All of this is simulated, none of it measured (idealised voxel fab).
The following process module bears the name voxel fin reveal.
Square cells of 5 nm make up the cross-section cut, whose width is 160 nm.
Throughout this document, each cross-section is represented as a grid of square cells and is presented as a sequence of bands enumerated from the top downward, where a band comprises one or more rows of cells.
A band entry consists of two parts. The first gives the height of the band's top and the height of its bottom, in nm. The rest lists the band's materials from left to right, each with its width in nm. A single material labelled with the word "everywhere" fills the band from edge to edge, and the word "empty" marks empty space.
We count height from 0. Below that, the starting wafer is all one material. The lowest band never ends at the bottom but goes on down; see "0 and below" for how that is written.
The expression "30->40" gives the width at the extremes of the band, the first number at its top row of cells and the second at its bottom row, with the width changing by equal amounts from each row to the next in between.
The designation "nothing got changed", where it is given for a processing step, indicates that no cell of the cross-section was altered in the course of that step.
Voids not open to the top, 8 cells minimum: see "Closed empty spaces". Written width x height at distance; distance is from the left edge; nm.
Where a step's line continues beyond its settings, the continuation is a remark by the simulator itself on that step.
The optional step-line setting "overlay nm" applies to steps with a mask and quantifies how far to the right of its planned location the mask lay, a negative value indicating leftward placement.
What follows is a series of pairs. Each pair shows a cross-section before one process step and the cross-section after it, and the after view is drawn only down to the lowest band that changed. Beneath each pair is the step that lies between the two, with its settings. Pairs may come from different runs of this module on the same starting wafer, so a pair continues from the one above it only where its entry headed "Before this step" says so.
Before this step:
    0 and below  Si everywhere
    Closed empty spaces: none
Step Result:
    10 down to 0  SiN everywhere
    Below 0, the layers are the same as they were.
    Closed empty spaces: none
Between the two cross-sections above, the process step reads CONFORMAL_DEP [material SiN] [thk nm 10]
Before this step: Please consult the pair immediately above; the cross-section it shows after its step is the state before this step.
Step Result:
    25 down to 10  aC everywhere
    Below 10, the layers are the same as they were.
    Closed empty spaces: none
Between the two cross-sections above, the process step reads DIRECTIONAL_DEP [material aC] [thk nm 15]
Before this step: Please consult the pair immediately above; the cross-section it shows after its step is the state before this step.
Step Result:
    60 down to 25  empty: 30  resist: 15  empty: 25  resist: 15  empty: 25  resist: 15  empty: 35
    Below 25, the layers are the same as they were.
    Closed empty spaces: none
Between the two cross-sections above, the process step reads PATTERN [tone cover] [mask id FINS] [material resist] [width nm 15] [pitch nm 40] [thk nm 35] [overlay nm 0]
Before this step: Please consult the pair immediately above; the cross-section it shows after its step is the state before this step.
Step Result:
    45 down to 25  empty: 30  resist: 15  empty: 25  resist: 15  empty: 25  resist: 15  empty: 35
    25 down to 10  empty: 30  aC: 15  empty: 25  aC: 15  empty: 25  aC: 15  empty: 35
    Below 10, the layers are the same as they were.
    Closed empty spaces: none
Between the two cross-sections above, the process step reads DIRECTIONAL_ETCH [etch materials aC] [depth nm 15]
Before this step: Please consult the pair immediately above; the cross-section it shows after its step is the state before this step.
Step Result:
    25 down to 10  empty: 30  aC: 15  empty: 25  aC: 15  empty: 25  aC: 15  empty: 35
    Below 10, the layers are the same as they were.
    Closed empty spaces: none
Between the two cross-sections above, the process step reads STRIP [etch materials resist]
Before this step: Please consult the pair immediately above; the cross-section it shows after its step is the state before this step.
Step Result:
    25 down to 10  empty: 30  aC: 15  empty: 25  aC: 15  empty: 25  aC: 15  empty: 35
    10 down to 0  empty: 30  SiN: 15  empty: 25  SiN: 15  empty: 25  SiN: 15  empty: 35
    Below 0, the layers are the same as they were.
    Closed empty spaces: none
Between the two cross-sections above, the process step reads DIRECTIONAL_ETCH [etch materials SiN] [depth nm 10]
Before this step: Please consult the pair immediately above; the cross-section it shows after its step is the state before this step.
Step Result:
    25 down to 10  empty: 30  aC: 15  empty: 25  aC: 15  empty: 25  aC: 15  empty: 35
    10 down to 0  empty: 30  SiN: 15  empty: 25  SiN: 15  empty: 25  SiN: 15  empty: 35
    0 down to -30  empty: 30  Si: 15  empty: 25  Si: 15  empty: 25  Si: 15  empty: 35
    Below -30, the layers are the same as they were.
    Closed empty spaces: none
Between the two cross-sections above, the process step reads DIRECTIONAL_ETCH [etch materials Si] [depth nm 30]
Before this step: Please consult the pair immediately above; the cross-section it shows after its step is the state before this step.
Step Result:
    10 down to 0  empty: 30  SiN: 15  empty: 25  SiN: 15  empty: 25  SiN: 15  empty: 35
    Below 0, the layers are the same as they were.
    Closed empty spaces: none
Between the two cross-sections above, the process step reads STRIP [etch materials aC]
Before this step: Please consult the pair immediately above; the cross-section it shows after its step is the state before this step.
Step Result:
    25 down to 10  SiO2 everywhere
    10 down to 0  SiO2: 30  SiN: 15  SiO2: 25  SiN: 15  SiO2: 25  SiN: 15  SiO2: 35
    0 down to -30  SiO2: 30  Si: 15  SiO2: 25  Si: 15  SiO2: 25  Si: 15  SiO2: 35
    Below -30, the layers are the same as they were.
    Closed empty spaces: none
Between the two cross-sections above, the process step reads FILL_DEP [material SiO2] [thk nm 15]
Before this step: Please consult the pair immediately above; the cross-section it shows after its step is the state before this step.
Step Result:
    10 down to 0  SiO2: 30  SiN: 15  SiO2: 25  SiN: 15  SiO2: 25  SiN: 15  SiO2: 35
    Below 0, the layers are the same as they were.
    Closed empty spaces: none
Between the two cross-sections above, the process step reads CMP [height nm 10]
Before this step: Please consult the pair immediately above; the cross-section it shows after its step is the state before this step.
Step Result:
    10 down to 0  empty: 30  SiN: 15  empty: 25  SiN: 15  empty: 25  SiN: 15  empty: 35
    0 down to -15  empty: 30  Si: 15  empty: 25  Si: 15  empty: 25  Si: 15  empty: 35
    Below -15, the layers are the same as they were.
    Closed empty spaces: none
Between the two cross-sections above, the process step reads SELECTIVE_ETCH [etch materials SiO2] [depth nm 25]
Before this step: Please consult the pair immediately above; the cross-section it shows after its step is the state before this step.
Step Result:
    0 down to -15  empty: 30  Si: 15  empty: 25  Si: 15  empty: 25  Si: 15  empty: 35
    Below -15, the layers are the same as they were.
    Closed empty spaces: none
Between the two cross-sections above, the process step reads STRIP [etch materials SiN]
Before this step: Please consult the pair immediately above; the cross-section it shows after its step is the state before this step.
Step Result:
    5 down to 0  empty: 25  HfO2: 25  empty: 15  HfO2: 25  empty: 15  HfO2: 25  empty: 30
    0 down to -10  empty: 25  HfO2: 5  Si: 15  HfO2: 5  empty: 15  HfO2: 5  Si: 15  HfO2: 5  empty: 15  HfO2: 5  Si: 15  HfO2: 5  empty: 30
    -10 down to -15  HfO2: 30  Si: 15  HfO2: 25  Si: 15  HfO2: 25  Si: 15  HfO2: 35
    Below -15, the layers are the same as they were.
    Closed empty spaces: none
Between the two cross-sections above, the process step reads CONFORMAL_DEP [material HfO2] [thk nm 5]
Before this step:
    25 down to 10  SiO2 everywhere
    10 down to 0  SiO2: 30  SiN: 15  SiO2: 25  SiN: 15  SiO2: 25  SiN: 15  SiO2: 35
    0 down to -30  SiO2: 30  Si: 15  SiO2: 25  Si: 15  SiO2: 25  Si: 15  SiO2: 35
    -30 and below  Si everywhere
    Closed empty spaces: none
Step Result:
    10 down to 0  empty: 30  SiN: 15  empty: 25  SiN: 15  empty: 25  SiN: 15  empty: 35
    Below 0, the layers are the same as they were.
    Closed empty spaces: none
Between the two cross-sections above, the process step reads SELECTIVE_ETCH [etch materials SiO2] [depth nm 25]
Before this step: Please consult the pair immediately above; the cross-section it shows after its step is the state before this step.
Step Result:
    0 down to -30  SiO2: 30  Si: 15  SiO2: 25  Si: 15  SiO2: 25  Si: 15  SiO2: 35
    Below -30, the layers are the same as they were.
    Closed empty spaces: none
Between the two cross-sections above, the process step reads STRIP [etch materials SiN]
Before this step: Please consult the pair immediately above; the cross-section it shows after its step is the state before this step.
Step Result:
    5 down to 0  HfO2 everywhere
    Below 0, the layers are the same as they were.
    Closed empty spaces: none
Between the two cross-sections above, the process step reads CONFORMAL_DEP [material HfO2] [thk nm 5]
Before this step:
    25 down to 10  empty: 30  aC: 15  empty: 25  aC: 15  empty: 25  aC: 15  empty: 35
    10 down to 0  empty: 30  SiN: 15  empty: 25  SiN: 15  empty: 25  SiN: 15  empty: 35
    0 down to -30  empty: 30  Si: 15  empty: 25  Si: 15  empty: 25  Si: 15  empty: 35
    -30 and below  Si everywhere
    Closed empty spaces: none
Step Result:
    25 down to 10  empty: 30  aC: 15  empty: 25  aC: 15  empty: 25  aC: 15  empty: 35
    10 down to 0  empty: 30  SiN: 15  empty: 25  SiN: 15  empty: 25  SiN: 15  empty: 35
    0 down to -60  empty: 30  Si: 15  empty: 25  Si: 15  empty: 25  Si: 15  empty: 35
    Below -60, the layers are the same as they were.
    Closed empty spaces: none
Between the two cross-sections above, the process step reads DIRECTIONAL_ETCH [etch materials Si] [depth nm 30]
Before this step: Please consult the pair immediately above; the cross-section it shows after its step is the state before this step.
Step Result:
    10 down to 0  empty: 30  SiN: 15  empty: 25  SiN: 15  empty: 25  SiN: 15  empty: 35
    Below 0, the layers are the same as they were.
    Closed empty spaces: none
Between the two cross-sections above, the process step reads STRIP [etch materials aC]
Before this step: Please consult the pair immediately above; the cross-section it shows after its step is the state before this step.
Step Result:
    25 down to 10  SiO2 everywhere
    10 down to 0  SiO2: 30  SiN: 15  SiO2: 25  SiN: 15  SiO2: 25  SiN: 15  SiO2: 35
    0 down to -60  SiO2: 30  Si: 15  SiO2: 25  Si: 15  SiO2: 25  Si: 15  SiO2: 35
    Below -60, the layers are the same as they were.
    Closed empty spaces: none
Between the two cross-sections above, the process step reads FILL_DEP [material SiO2] [thk nm 15]
Before this step: Please consult the pair immediately above; the cross-section it shows after its step is the state before this step.
Step Result:
    10 down to 0  SiO2: 30  SiN: 15  SiO2: 25  SiN: 15  SiO2: 25  SiN: 15  SiO2: 35
    Below 0, the layers are the same as they were.
    Closed empty spaces: none
Between the two cross-sections above, the process step reads CMP [height nm 10]
Before this step: Please consult the pair immediately above; the cross-section it shows after its step is the state before this step.
Step Result:
    10 down to 0  empty: 30  SiN: 15  empty: 25  SiN: 15  empty: 25  SiN: 15  empty: 35
    0 down to -15  empty: 30  Si: 15  empty: 25  Si: 15  empty: 25  Si: 15  empty: 35
    Below -15, the layers are the same as they were.
    Closed empty spaces: none
Between the two cross-sections above, the process step reads SELECTIVE_ETCH [etch materials SiO2] [depth nm 25]
Before this step: Please consult the pair immediately above; the cross-section it shows after its step is the state before this step.
Step Result:
    0 down to -15  empty: 30  Si: 15  empty: 25  Si: 15  empty: 25  Si: 15  empty: 35
    Below -15, the layers are the same as they were.
    Closed empty spaces: none
Between the two cross-sections above, the process step reads STRIP [etch materials SiN]
Before this step: Please consult the pair immediately above; the cross-section it shows after its step is the state before this step.
Step Result:
    5 down to 0  empty: 25  HfO2: 25  empty: 15  HfO2: 25  empty: 15  HfO2: 25  empty: 30
    0 down to -10  empty: 25  HfO2: 5  Si: 15  HfO2: 5  empty: 15  HfO2: 5  Si: 15  HfO2: 5  empty: 15  HfO2: 5  Si: 15  HfO2: 5  empty: 30
    -10 down to -15  HfO2: 30  Si: 15  HfO2: 25  Si: 15  HfO2: 25  Si: 15  HfO2: 35
    Below -15, the layers are the same as they were.
    Closed empty spaces: none
Between the two cross-sections above, the process step reads CONFORMAL_DEP [material HfO2] [thk nm 5]
Before this step:
    10 down to 0  SiO2: 30  SiN: 15  SiO2: 25  SiN: 15  SiO2: 25  SiN: 15  SiO2: 35
    0 down to -30  SiO2: 30  Si: 15  SiO2: 25  Si: 15  SiO2: 25  Si: 15  SiO2: 35
    -30 and below  Si everywhere
    Closed empty spaces: none
Step Result:
    10 down to 0  SiO2: 30  empty: 15  SiO2: 25  empty: 15  SiO2: 25  empty: 15  SiO2: 35
    Below 0, the layers are the same as they were.
    Closed empty spaces: none
Between the two cross-sections above, the process step reads STRIP [etch materials SiN]
Before this step: Please consult the pair immediately above; the cross-section it shows after its step is the state before this step.
Step Result:
    0 down to -15  empty: 30  Si: 15  empty: 25  Si: 15  empty: 25  Si: 15  empty: 35
    -15 down to -25  SiO2: 5  empty: 25  Si: 15  empty: 25  Si: 15  empty: 25  Si: 15  empty: 25  SiO2: 10
    Below -25, the layers are the same as they were.
    Closed empty spaces: none
Between the two cross-sections above, the process step reads SELECTIVE_ETCH [etch materials SiO2] [depth nm 25]
Before this step: Please consult the pair immediately above; the cross-section it shows after its step is the state before this step.
Step Result:
    5 down to 0  empty: 25  HfO2: 25  empty: 15  HfO2: 25  empty: 15  HfO2: 25  empty: 30
    0 down to -10  empty: 25  HfO2: 5  Si: 15  HfO2: 5  empty: 15  HfO2: 5  Si: 15  HfO2: 5  empty: 15  HfO2: 5  Si: 15  HfO2: 5  empty: 30
    -10 down to -15  HfO2: 10  empty: 15  HfO2: 5  Si: 15  HfO2: 5  empty: 15  HfO2: 5  Si: 15  HfO2: 5  empty: 15  HfO2: 5  Si: 15  HfO2: 5  empty: 15  HfO2: 15
    -15 down to -20  SiO2: 5  HfO2: 5  empty: 15  HfO2: 5  Si: 15  HfO2: 5  empty: 15  HfO2: 5  Si: 15  HfO2: 5  empty: 15  HfO2: 5  Si: 15  HfO2: 5  empty: 15  HfO2: 5  SiO2: 10
    -20 down to -25  SiO2: 5  HfO2: 25  Si: 15  HfO2: 25  Si: 15  HfO2: 25  Si: 15  HfO2: 25  SiO2: 10
    Below -25, the layers are the same as they were.
    Closed empty spaces: none
Between the two cross-sections above, the process step reads CONFORMAL_DEP [material HfO2] [thk nm 5]
Before this step:
    25 down to 10  empty: 30  aC: 15  empty: 25  aC: 15  empty: 25  aC: 15  empty: 35
    10 down to 0  empty: 30  SiN: 15  empty: 25  SiN: 15  empty: 25  SiN: 15  empty: 35
    0 and below  Si everywhere
    Closed empty spaces: none
Step Result:
    25 down to 10  empty: 30  aC: 15  empty: 25  aC: 15  empty: 25  aC: 15  empty: 35
    10 down to 0  empty: 30  SiN: 15  empty: 25  SiN: 15  empty: 25  SiN: 15  empty: 35
    0 down to -25  empty: 30  Si: 15  empty: 25  Si: 15  empty: 25  Si: 15  empty: 35
    Below -25, the layers are the same as they were.
    Closed empty spaces: none
Between the two cross-sections above, the process step reads DIRECTIONAL_ETCH [etch materials Si] [depth nm 25]
Before this step: Please consult the pair immediately above; the cross-section it shows after its step is the state before this step.
Step Result:
    10 down to 0  empty: 30  SiN: 15  empty: 25  SiN: 15  empty: 25  SiN: 15  empty: 35
    Below 0, the layers are the same as they were.
    Closed empty spaces: none
Between the two cross-sections above, the process step reads STRIP [etch materials aC]
Before this step: Please consult the pair immediately above; the cross-section it shows after its step is the state before this step.
Step Result:
    25 down to 10  SiO2 everywhere
    10 down to 0  SiO2: 30  SiN: 15  SiO2: 25  SiN: 15  SiO2: 25  SiN: 15  SiO2: 35
    0 down to -25  SiO2: 30  Si: 15  SiO2: 25  Si: 15  SiO2: 25  Si: 15  SiO2: 35
    Below -25, the layers are the same as they were.
    Closed empty spaces: none
Between the two cross-sections above, the process step reads FILL_DEP [material SiO2] [thk nm 15]
Before this step: Please consult the pair immediately above; the cross-section it shows after its step is the state before this step.
Step Result:
    10 down to 0  SiO2: 30  SiN: 15  SiO2: 25  SiN: 15  SiO2: 25  SiN: 15  SiO2: 35
    Below 0, the layers are the same as they were.
    Closed empty spaces: none
Between the two cross-sections above, the process step reads CMP [height nm 10]
Before this step: Please consult the pair immediately above; the cross-section it shows after its step is the state before this step.
Step Result:
    10 down to 0  empty: 30  SiN: 15  empty: 25  SiN: 15  empty: 25  SiN: 15  empty: 35
    0 down to -15  empty: 30  Si: 15  empty: 25  Si: 15  empty: 25  Si: 15  empty: 35
    Below -15, the layers are the same as they were.
    Closed empty spaces: none
Between the two cross-sections above, the process step reads SELECTIVE_ETCH [etch materials SiO2] [depth nm 25]
Before this step: Please consult the pair immediately above; the cross-section it shows after its step is the state before this step.
Step Result:
    0 down to -15  empty: 30  Si: 15  empty: 25  Si: 15  empty: 25  Si: 15  empty: 35
    Below -15, the layers are the same as they were.
    Closed empty spaces: none
Between the two cross-sections above, the process step reads STRIP [etch materials SiN]
Before this step: Please consult the pair immediately above; the cross-section it shows after its step is the state before this step.
Step Result:
    5 down to 0  empty: 25  HfO2: 25  empty: 15  HfO2: 25  empty: 15  HfO2: 25  empty: 30
    0 down to -10  empty: 25  HfO2: 5  Si: 15  HfO2: 5  empty: 15  HfO2: 5  Si: 15  HfO2: 5  empty: 15  HfO2: 5  Si: 15  HfO2: 5  empty: 30
    -10 down to -15  HfO2: 30  Si: 15  HfO2: 25  Si: 15  HfO2: 25  Si: 15  HfO2: 35
    Below -15, the layers are the same as they were.
    Closed empty spaces: none
Between the two cross-sections above, the process step reads CONFORMAL_DEP [material HfO2] [thk nm 5]
Before this step:
    25 down to 10  aC everywhere
    10 down to 0  SiN everywhere
    0 and below  Si everywhere
    Closed empty spaces: none
Step Result:
    60 down to 25  empty: 25  resist: 25  empty: 15  resist: 25  empty: 15  resist: 25  empty: 30
    Below 25, the layers are the same as they were.
    Closed empty spaces: none
Between the two cross-sections above, the process step reads PATTERN [tone cover] [mask id FINS] [material resist] [width nm 25] [pitch nm 40] [thk nm 35] [overlay nm 0]
Before this step: Please consult the pair immediately above; the cross-section it shows after its step is the state before this step.
Step Result:
    45 down to 25  empty: 25  resist: 25  empty: 15  resist: 25  empty: 15  resist: 25  empty: 30
    25 down to 10  empty: 25  aC: 25  empty: 15  aC: 25  empty: 15  aC: 25  empty: 30
    Below 10, the layers are the same as they were.
    Closed empty spaces: none
Between the two cross-sections above, the process step reads DIRECTIONAL_ETCH [etch materials aC] [depth nm 15]
Before this step: Please consult the pair immediately above; the cross-section it shows after its step is the state before this step.
Step Result:
    25 down to 10  empty: 25  aC: 25  empty: 15  aC: 25  empty: 15  aC: 25  empty: 30
    Below 10, the layers are the same as they were.
    Closed empty spaces: none
Between the two cross-sections above, the process step reads STRIP [etch materials resist]
Before this step: Please consult the pair immediately above; the cross-section it shows after its step is the state before this step.
Step Result:
    25 down to 10  empty: 25  aC: 25  empty: 15  aC: 25  empty: 15  aC: 25  empty: 30
    10 down to 0  empty: 25  SiN: 25  empty: 15  SiN: 25  empty: 15  SiN: 25  empty: 30
    Below 0, the layers are the same as they were.
    Closed empty spaces: none
Between the two cross-sections above, the process step reads DIRECTIONAL_ETCH [etch materials SiN] [depth nm 10]
Before this step: Please consult the pair immediately above; the cross-section it shows after its step is the state before this step.
Step Result:
    25 down to 10  empty: 25  aC: 25  empty: 15  aC: 25  empty: 15  aC: 25  empty: 30
    10 down to 0  empty: 25  SiN: 25  empty: 15  SiN: 25  empty: 15  SiN: 25  empty: 30
    0 down to -30  empty: 25  Si: 25  empty: 15  Si: 25  empty: 15  Si: 25  empty: 30
    Below -30, the layers are the same as they were.
    Closed empty spaces: none
Between the two cross-sections above, the process step reads DIRECTIONAL_ETCH [etch materials Si] [depth nm 30]
Before this step: Please consult the pair immediately above; the cross-section it shows after its step is the state before this step.
Step Result:
    10 down to 0  empty: 25  SiN: 25  empty: 15  SiN: 25  empty: 15  SiN: 25  empty: 30
    Below 0, the layers are the same as they were.
    Closed empty spaces: none
Between the two cross-sections above, the process step reads STRIP [etch materials aC]
Before this step: Please consult the pair immediately above; the cross-section it shows after its step is the state before this step.
Step Result:
    25 down to 10  SiO2 everywhere
    10 down to 0  SiO2: 25  SiN: 25  SiO2: 15  SiN: 25  SiO2: 15  SiN: 25  SiO2: 30
    0 down to -30  SiO2: 25  Si: 25  SiO2: 15  Si: 25  SiO2: 15  Si: 25  SiO2: 30
    Below -30, the layers are the same as they were.
    Closed empty spaces: none
Between the two cross-sections above, the process step reads FILL_DEP [material SiO2] [thk nm 15]
Before this step: Please consult the pair immediately above; the cross-section it shows after its step is the state before this step.
Step Result:
    10 down to 0  SiO2: 25  SiN: 25  SiO2: 15  SiN: 25  SiO2: 15  SiN: 25  SiO2: 30
    Below 0, the layers are the same as they were.
    Closed empty spaces: none
Between the two cross-sections above, the process step reads CMP [height nm 10]
Before this step: Please consult the pair immediately above; the cross-section it shows after its step is the state before this step.
Step Result:
    10 down to 0  empty: 25  SiN: 25  empty: 15  SiN: 25  empty: 15  SiN: 25  empty: 30
    0 down to -15  empty: 25  Si: 25  empty: 15  Si: 25  empty: 15  Si: 25  empty: 30
    Below -15, the layers are the same as they were.
    Closed empty spaces: none
Between the two cross-sections above, the process step reads SELECTIVE_ETCH [etch materials SiO2] [depth nm 25]
Before this step: Please consult the pair immediately above; the cross-section it shows after its step is the state before this step.
Step Result:
    0 down to -15  empty: 25  Si: 25  empty: 15  Si: 25  empty: 15  Si: 25  empty: 30
    Below -15, the layers are the same as they were.
    Closed empty spaces: none
Between the two cross-sections above, the process step reads STRIP [etch materials SiN]
Before this step: Please consult the pair immediately above; the cross-section it shows after its step is the state before this step.
Step Result:
    5 down to 0  empty: 20  HfO2: 35  empty: 5  HfO2: 35  empty: 5  HfO2: 35  empty: 25
    0 down to -10  empty: 20  HfO2: 5  Si: 25  HfO2: 5  empty: 5  HfO2: 5  Si: 25  HfO2: 5  empty: 5  HfO2: 5  Si: 25  HfO2: 5  empty: 25
    -10 down to -15  HfO2: 25  Si: 25  HfO2: 15  Si: 25  HfO2: 15  Si: 25  HfO2: 30
    Below -15, the layers are the same as they were.
    Closed empty spaces: none
Between the two cross-sections above, the process step reads CONFORMAL_DEP [material HfO2] [thk nm 5]
Before this step:
    25 down to 10  aC everywhere
    10 down to 0  SiN everywhere
    0 and below  Si everywhere
    Closed empty spaces: none
Step Result:
    60 down to 25  empty: 40  resist: 15  empty: 25  resist: 15  empty: 25  resist: 15  empty: 25
    Below 25, the layers are the same as they were.
    Closed empty spaces: none
Between the two cross-sections above, the process step reads PATTERN [tone cover] [mask id FINS] [material resist] [width nm 15] [pitch nm 40] [thk nm 35] [overlay nm 10]
Before this step: Please consult the pair immediately above; the cross-section it shows after its step is the state before this step.
Step Result:
    45 down to 25  empty: 40  resist: 15  empty: 25  resist: 15  empty: 25  resist: 15  empty: 25
    25 down to 10  empty: 40  aC: 15  empty: 25  aC: 15  empty: 25  aC: 15  empty: 25
    Below 10, the layers are the same as they were.
    Closed empty spaces: none
Between the two cross-sections above, the process step reads DIRECTIONAL_ETCH [etch materials aC] [depth nm 15]
Before this step: Please consult the pair immediately above; the cross-section it shows after its step is the state before this step.
Step Result:
    25 down to 10  empty: 40  aC: 15  empty: 25  aC: 15  empty: 25  aC: 15  empty: 25
    Below 10, the layers are the same as they were.
    Closed empty spaces: none
Between the two cross-sections above, the process step reads STRIP [etch materials resist]
Before this step: Please consult the pair immediately above; the cross-section it shows after its step is the state before this step.
Step Result:
    25 down to 10  empty: 40  aC: 15  empty: 25  aC: 15  empty: 25  aC: 15  empty: 25
    10 down to 0  empty: 40  SiN: 15  empty: 25  SiN: 15  empty: 25  SiN: 15  empty: 25
    Below 0, the layers are the same as they were.
    Closed empty spaces: none
Between the two cross-sections above, the process step reads DIRECTIONAL_ETCH [etch materials SiN] [depth nm 10]
Before this step: Please consult the pair immediately above; the cross-section it shows after its step is the state before this step.
Step Result:
    25 down to 10  empty: 40  aC: 15  empty: 25  aC: 15  empty: 25  aC: 15  empty: 25
    10 down to 0  empty: 40  SiN: 15  empty: 25  SiN: 15  empty: 25  SiN: 15  empty: 25
    0 down to -30  empty: 40  Si: 15  empty: 25  Si: 15  empty: 25  Si: 15  empty: 25
    Below -30, the layers are the same as they were.
    Closed empty spaces: none
Between the two cross-sections above, the process step reads DIRECTIONAL_ETCH [etch materials Si] [depth nm 30]
Before this step: Please consult the pair immediately above; the cross-section it shows after its step is the state before this step.
Step Result:
    10 down to 0  empty: 40  SiN: 15  empty: 25  SiN: 15  empty: 25  SiN: 15  empty: 25
    Below 0, the layers are the same as they were.
    Closed empty spaces: none
Between the two cross-sections above, the process step reads STRIP [etch materials aC]
Before this step: Please consult the pair immediately above; the cross-section it shows after its step is the state before this step.
Step Result:
    25 down to 10  SiO2 everywhere
    10 down to 0  SiO2: 40  SiN: 15  SiO2: 25  SiN: 15  SiO2: 25  SiN: 15  SiO2: 25
    0 down to -30  SiO2: 40  Si: 15  SiO2: 25  Si: 15  SiO2: 25  Si: 15  SiO2: 25
    Below -30, the layers are the same as they were.
    Closed empty spaces: none
Between the two cross-sections above, the process step reads FILL_DEP [material SiO2] [thk nm 15]
Before this step: Please consult the pair immediately above; the cross-section it shows after its step is the state before this step.
Step Result:
    10 down to 0  SiO2: 40  SiN: 15  SiO2: 25  SiN: 15  SiO2: 25  SiN: 15  SiO2: 25
    Below 0, the layers are the same as they were.
    Closed empty spaces: none
Between the two cross-sections above, the process step reads CMP [height nm 10]
Before this step: Please consult the pair immediately above; the cross-section it shows after its step is the state before this step.
Step Result:
    10 down to 0  empty: 40  SiN: 15  empty: 25  SiN: 15  empty: 25  SiN: 15  empty: 25
    0 down to -15  empty: 40  Si: 15  empty: 25  Si: 15  empty: 25  Si: 15  empty: 25
    Below -15, the layers are the same as they were.
    Closed empty spaces: none
Between the two cross-sections above, the process step reads SELECTIVE_ETCH [etch materials SiO2] [depth nm 25]
Before this step: Please consult the pair immediately above; the cross-section it shows after its step is the state before this step.
Step Result:
    0 down to -15  empty: 40  Si: 15  empty: 25  Si: 15  empty: 25  Si: 15  empty: 25
    Below -15, the layers are the same as they were.
    Closed empty spaces: none
Between the two cross-sections above, the process step reads STRIP [etch materials SiN]
Before this step: Please consult the pair immediately above; the cross-section it shows after its step is the state before this step.
Step Result:
    5 down to 0  empty: 35  HfO2: 25  empty: 15  HfO2: 25  empty: 15  HfO2: 25  empty: 20
    0 down to -10  empty: 35  HfO2: 5  Si: 15  HfO2: 5  empty: 15  HfO2: 5  Si: 15  HfO2: 5  empty: 15  HfO2: 5  Si: 15  HfO2: 5  empty: 20
    -10 down to -15  HfO2: 40  Si: 15  HfO2: 25  Si: 15  HfO2: 25  Si: 15  HfO2: 25
    Below -15, the layers are the same as they were.
    Closed empty spaces: none
Between the two cross-sections above, the process step reads CONFORMAL_DEP [material HfO2] [thk nm 5]
Before this step:
    0 down to -15  empty: 30  Si: 15  empty: 25  Si: 15  empty: 25  Si: 15  empty: 35
    -15 down to -30  SiO2: 30  Si: 15  SiO2: 25  Si: 15  SiO2: 25  Si: 15  SiO2: 35
    -30 and below  Si everywhere
    Closed empty spaces: none
Step Result:
    5 down to 0  empty: 25  SiO2: 25  empty: 15  SiO2: 25  empty: 15  SiO2: 25  empty: 30
    0 down to -10  empty: 25  SiO2: 5  Si: 15  SiO2: 5  empty: 15  SiO2: 5  Si: 15  SiO2: 5  empty: 15  SiO2: 5  Si: 15  SiO2: 5  empty: 30
    -10 down to -30  SiO2: 30  Si: 15  SiO2: 25  Si: 15  SiO2: 25  Si: 15  SiO2: 35
    Below -30, the layers are the same as they were.
    Closed empty spaces: none
Between the two cross-sections above, the process step reads CONFORMAL_DEP [material SiO2] [thk nm 5]
Before this step:
    25 down to 10  aC everywhere
    10 down to 0  SiN everywhere
    0 and below  Si everywhere
    Closed empty spaces: none
Step Result:
    60 down to 25  resist: 30  empty: 15  resist: 25  empty: 15  resist: 25  empty: 15  resist: 35
    Below 25, the layers are the same as they were.
    Closed empty spaces: none
Between the two cross-sections above, the process step reads PATTERN [tone open] [mask id FINS] [material resist] [width nm 15] [pitch nm 40] [thk nm 35] [overlay nm 0]
Before this step: Please consult the pair immediately above; the cross-section it shows after its step is the state before this step.
Step Result:
    45 down to 25  resist: 30  empty: 15  resist: 25  empty: 15  resist: 25  empty: 15  resist: 35
    25 down to 10  aC: 30  empty: 15  aC: 25  empty: 15  aC: 25  empty: 15  aC: 35
    Below 10, the layers are the same as they were.
    Closed empty spaces: none
Between the two cross-sections above, the process step reads DIRECTIONAL_ETCH [etch materials aC] [depth nm 15]
Before this step: Please consult the pair immediately above; the cross-section it shows after its step is the state before this step.
Step Result:
    25 down to 10  aC: 30  empty: 15  aC: 25  empty: 15  aC: 25  empty: 15  aC: 35
    Below 10, the layers are the same as they were.
    Closed empty spaces: none
Between the two cross-sections above, the process step reads STRIP [etch materials resist]
Before this step: Please consult the pair immediately above; the cross-section it shows after its step is the state before this step.
Step Result:
    25 down to 10  aC: 30  empty: 15  aC: 25  empty: 15  aC: 25  empty: 15  aC: 35
    10 down to 0  SiN: 30  empty: 15  SiN: 25  empty: 15  SiN: 25  empty: 15  SiN: 35
    Below 0, the layers are the same as they were.
    Closed empty spaces: none
Between the two cross-sections above, the process step reads DIRECTIONAL_ETCH [etch materials SiN] [depth nm 10]
Before this step: Please consult the pair immediately above; the cross-section it shows after its step is the state before this step.
Step Result:
    25 down to 10  aC: 30  empty: 15  aC: 25  empty: 15  aC: 25  empty: 15  aC: 35
    10 down to 0  SiN: 30  empty: 15  SiN: 25  empty: 15  SiN: 25  empty: 15  SiN: 35
    0 down to -30  Si: 30  empty: 15  Si: 25  empty: 15  Si: 25  empty: 15  Si: 35
    Below -30, the layers are the same as they were.
    Closed empty spaces: none
Between the two cross-sections above, the process step reads DIRECTIONAL_ETCH [etch materials Si] [depth nm 30]
Before this step: Please consult the pair immediately above; the cross-section it shows after its step is the state before this step.
Step Result:
    10 down to 0  SiN: 30  empty: 15  SiN: 25  empty: 15  SiN: 25  empty: 15  SiN: 35
    Below 0, the layers are the same as they were.
    Closed empty spaces: none
Between the two cross-sections above, the process step reads STRIP [etch materials aC]
Before this step: Please consult the pair immediately above; the cross-section it shows after its step is the state before this step.
Step Result:
    25 down to 10  SiO2 everywhere
    10 down to 0  SiN: 30  SiO2: 15  SiN: 25  SiO2: 15  SiN: 25  SiO2: 15  SiN: 35
    0 down to -30  Si: 30  SiO2: 15  Si: 25  SiO2: 15  Si: 25  SiO2: 15  Si: 35
    Below -30, the layers are the same as they were.
    Closed empty spaces: none
Between the two cross-sections above, the process step reads FILL_DEP [material SiO2] [thk nm 15]
Before this step: Please consult the pair immediately above; the cross-section it shows after its step is the state before this step.
Step Result:
    10 down to 0  SiN: 30  SiO2: 15  SiN: 25  SiO2: 15  SiN: 25  SiO2: 15  SiN: 35
    Below 0, the layers are the same as they were.
    Closed empty spaces: none
Between the two cross-sections above, the process step reads CMP [height nm 10]
Before this step: Please consult the pair immediately above; the cross-section it shows after its step is the state before this step.
Step Result:
    10 down to 0  SiN: 30  empty: 15  SiN: 25  empty: 15  SiN: 25  empty: 15  SiN: 35
    0 down to -15  Si: 30  empty: 15  Si: 25  empty: 15  Si: 25  empty: 15  Si: 35
    Below -15, the layers are the same as they were.
    Closed empty spaces: none
Between the two cross-sections above, the process step reads SELECTIVE_ETCH [etch materials SiO2] [depth nm 25]
